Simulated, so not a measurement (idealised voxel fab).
process module | voxel double patterning
cross-section cut | 210 nm wide | cells 5 nm
A cross-section is a grid of square cells, given in bands from the top down. A band is one or more rows of cells.
Each band's line starts with the height of the band's top and of its bottom, in nm. Then come its materials from left to right, each with its width in nm. One material with "throughout" fills the band from edge to edge. "air" is empty space.
Height 0 is the level under which the wafer as received is all one material. The lowest band goes on downwards, as in "0 down".
A width such as "30 to 40" changes by the same amount from each row of cells to the next, from the band's top row to its bottom row.
"no change" after a step means that no cell of the cross-section changed.
closed voids: empty space of 8 cells or more with no open way to the top, each as width x height at its distance from the left edge, in nm
after a step's settings: what the simulator itself notes on the step
overlay nm, on a step with a mask: how far to the right of its planned place the mask lay; to the left if negative
plan
1 op RECEIVE | material Si
2 op CONFORMAL_DEP | material SiO2 | thk nm 5
3 op DIRECTIONAL_DEP | material polySi | thk nm 15
4 op DIRECTIONAL_DEP | material SiN | thk nm 10
5 op PATTERN | tone open | mask id FIRST | material resist | width nm 15 | pitch nm 50 | thk nm 15 | overlay nm -15
6 op DIRECTIONAL_ETCH | etch materials SiN | depth nm 10
7 op STRIP | etch materials resist
8 op MASKED_ETCH | tone open | mask id SECOND | width nm 15 | etch materials SiN | depth nm 10 | overlay nm 0
9 op DIRECTIONAL_ETCH | etch materials polySi | depth nm 15
10 op STRIP | etch materials SiN
varied across the wafers: overlay nm of step 5. The plan shows the first wafer's value. All wafers start alike
first wafer as received, after step 1
  0 down: Si throughout
  closed voids: none
each wafer at the end: cells of each material gained (+) or lost (-) since it was received, then its closed voids
overlay nm -15 | +42 SiO2 | +102 polySi | closed voids: none
overlay nm -10 | +42 SiO2 | +99 polySi | closed voids: none
overlay nm -5 | +42 SiO2 | +99 polySi | closed voids: none
overlay nm 0 | +42 SiO2 | +99 polySi | closed voids: none
overlay nm 5 | +42 SiO2 | +99 polySi | closed voids: none
overlay nm 10 | +42 SiO2 | +99 polySi | closed voids: none
overlay nm 15 | +42 SiO2 | +102 polySi | closed voids: none
